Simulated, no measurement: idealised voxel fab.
The following is a process module called voxel self aligned vias.
In the cross-section labelled cut, the width is 230 nm and each square cell is 5 nm.
If you're reading a cross-section in this doc, picture square cells in a grid; it comes to you as bands, top ones listed first down to the bottom, and a band can be one or more rows of cells. In this notation a band is specified by the heights of its top and bottom, in that order and in nm, after which its materials appear from left to right, each paired with its width in nm. The word "throughout" attached to a single material means that material fills the band from edge to edge; the word "blank" stands for empty space. Heads up on the height convention: 0 is the point under which the incoming wafer is all one material, and the lowest band has no bottom, it just keeps going down, like "z 0 and below". The two numbers in a width such as "30..40" mark its ends across the band: the first belongs to the top row of cells, the second to the bottom row, and from each row to the next the width moves by the same amount. The cross-section has no changed cell in any step marked "remained unchanged". "Trapped void list" contains a list of empty spaces, each no smaller than 8 cells and without an open way to the top, written in the form width x height at distance with the distance from the left edge and all three in nm. Text after the settings on a step's line: the simulator's own remark on that step. overlay nm: mask right of planned place by this much (step with mask). Neg. = left.
THE STEPS PLANNED FOR THE PROCESS ARE AS FOLLOWS
1) RECEIVE [material Si]
2) CONFORMAL_DEP [material SiO2] [thk nm 10]
3) CONFORMAL_DEP [material SiCN] [thk nm 5]
4) DIRECTIONAL_DEP [material SiO2] [thk nm 25]
5) PATTERN [tone open] [mask id LINES] [material resist] [width nm 20] [pitch nm 55] [thk nm 20] [overlay nm 0]
6) DIRECTIONAL_ETCH [etch materials SiO2] [depth nm 25]
7) STRIP [etch materials resist]
8) CONFORMAL_DEP [material TiN] [thk nm 5]
9) FILL_DEP [material W] [thk nm 5]
10) CMP [height nm 40]
11) SELECTIVE_ETCH [etch materials W Ru TiN] [depth nm 10]
12) FILL_DEP [material SiN] [thk nm 10]
13) CMP [height nm 40]
14) DIRECTIONAL_DEP [material SiO2] [thk nm 20]
15) DIRECTIONAL_DEP [material aC] [thk nm 15]
16) PATTERN [tone open] [mask id VIAS] [material resist] [width nm 40] [pitch nm 55] [thk nm 30] [overlay nm 0]
17) DIRECTIONAL_ETCH [etch materials aC] [depth nm 15]
18) STRIP [etch materials resist]
19) DIRECTIONAL_ETCH [etch materials SiO2] [depth nm 20]
20) DIRECTIONAL_ETCH [etch materials SiN] [depth nm 10]
21) STRIP [etch materials aC]
22) CONFORMAL_DEP [material TiN] [thk nm 5]
23) FILL_DEP [material Ru] [thk nm 5]
24) CMP [height nm 60]
25) CONFORMAL_DEP [material SiCN] [thk nm 5]
CROSS-SECTIONAL VIEW OF THE WAFER IN ITS AS-RECEIVED CONDITION, CORRESPONDING TO THE STATE AFTER STEP 1
> z 0 and below: Si throughout
> Trapped void list: none
BELOW IS THE WAFER IN CROSS-SECTION AFTER THE MODULE WAS COMPLETED. IT BEGAN FROM THE STARTING POINT SHOWN ABOVE AND FOLLOWED THE PLAN SHOWN ABOVE, EXCEPT THAT ONE MISTAKE WAS MADE WHILE RUNNING IT
> z 65 to 60: SiCN throughout
> z 60 to 40: 65 SiO2, then 5 TiN, then 30 Ru, then 5 TiN, then 15 SiO2, then 5 TiN, then 30 Ru, then 5 TiN, then 70 SiO2
> z 40 to 35: 65 SiN, then 15 TiN, then 10 Ru, then 15 TiN, then 15 SiN, then 15 TiN, then 10 Ru, then 15 TiN, then 70 SiN
> z 35 to 30: 75 SiO2, then 20 TiN, then 35 SiO2, then 20 TiN, then 80 SiO2
> z 30 to 15: 75 SiO2, then 5 TiN, then 10 W, then 5 TiN, then 35 SiO2, then 5 TiN, then 10 W, then 5 TiN, then 80 SiO2
> z 15 to 10: 75 SiO2, then 20 TiN, then 35 SiO2, then 20 TiN, then 80 SiO2
> z 10 to 0: SiO2 throughout
> z 0 and below: Si throughout
> Trapped void list: none
The plan and the run diverged here: plan step 3 skipped
